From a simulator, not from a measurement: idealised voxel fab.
process module | voxel local oxidation
cross-section cut | 145 nm wide | cells 5 nm
A cross-section is a grid of square cells, given in bands from the top down. A band is one or more rows of cells.
Each band's line starts with the height of the band's top and of its bottom, in nm. Then come its materials from left to right, each with its width in nm. One material with "throughout" fills the band from edge to edge. "air" is empty space.
Height 0 is the level under which the wafer as received is all one material. The lowest band goes on downwards, as in "0 down".
A width such as "30 to 40" changes by the same amount from each row of cells to the next, from the band's top row to its bottom row.
"no change" after a step means that no cell of the cross-section changed.
closed voids: empty space of 8 cells or more with no open way to the top, each as width x height at its distance from the left edge, in nm
after a step's settings: what the simulator itself notes on the step
overlay nm, on a step with a mask: how far to the right of its planned place the mask lay; to the left if negative
plan
1 op RECEIVE | material Si
2 op OXIDIZE | depth nm 5
3 op CONFORMAL_DEP | material SiN | thk nm 10
4 op MASKED_ETCH | tone cover | mask id ACTIVE | width nm 110 | etch materials SiN | depth nm 10 | overlay nm 0
5 op SELECTIVE_ETCH | etch materials SiO2 | depth nm 5
6 op OXIDIZE | depth nm 15
7 op STRIP | etch materials SiN
first wafer, as planned
as received, after step 1
  0 down: Si throughout
  closed voids: none
after step 2
  0 to -5: SiO2 throughout
  below -5: unchanged
after step 3
  10 to 0: SiN throughout
  below 0: unchanged
after step 4
  10 to 0: air 15 | SiN 110 | air 20
  below 0: unchanged
after step 5
  10 to 0: air 15 | SiN 110 | air 20
  0 to -5: air 20 | SiO2 100 | air 25
  below -5: unchanged
after step 6
  10 to 0: air 15 | SiN 110 | air 20
  0 to -5: air 20 | SiO2 100 | air 25
  -5 to -20: SiO2 35 | Si 70 | SiO2 40
  below -20: unchanged
after step 7
  0 to -5: air 20 | SiO2 100 | air 25
  below -5: unchanged
second wafer: like start, like plan, one mistake. Through step 3 it matches the first wafer
when step 4 should have ended
  10 to 0: SiN 15 | air 110 | SiN 20
  below 0: unchanged
when step 5 should have ended
  10 to 0: SiN 15 | air 110 | SiN 20
  0 to -5: SiO2 10 | air 120 | SiO2 15
  below -5: unchanged
when step 6 should have ended
  10 to 0: SiN 15 | air 110 | SiN 20
  0 to -5: SiO2 10 | air 120 | SiO2 15
  -5 to -20: SiO2 throughout
  below -20: unchanged
when step 7 should have ended
  0 to -5: SiO2 10 | air 120 | SiO2 15
  below -5: unchanged
what went wrong: step 4 ran as: op MASKED_ETCH | tone open | mask id ACTIVE | width nm 110 | etch materials SiN | depth nm 10 | overlay nm 0
at the end the second wafer has, in cells: 42 fewer of Si | 27 more of SiO2
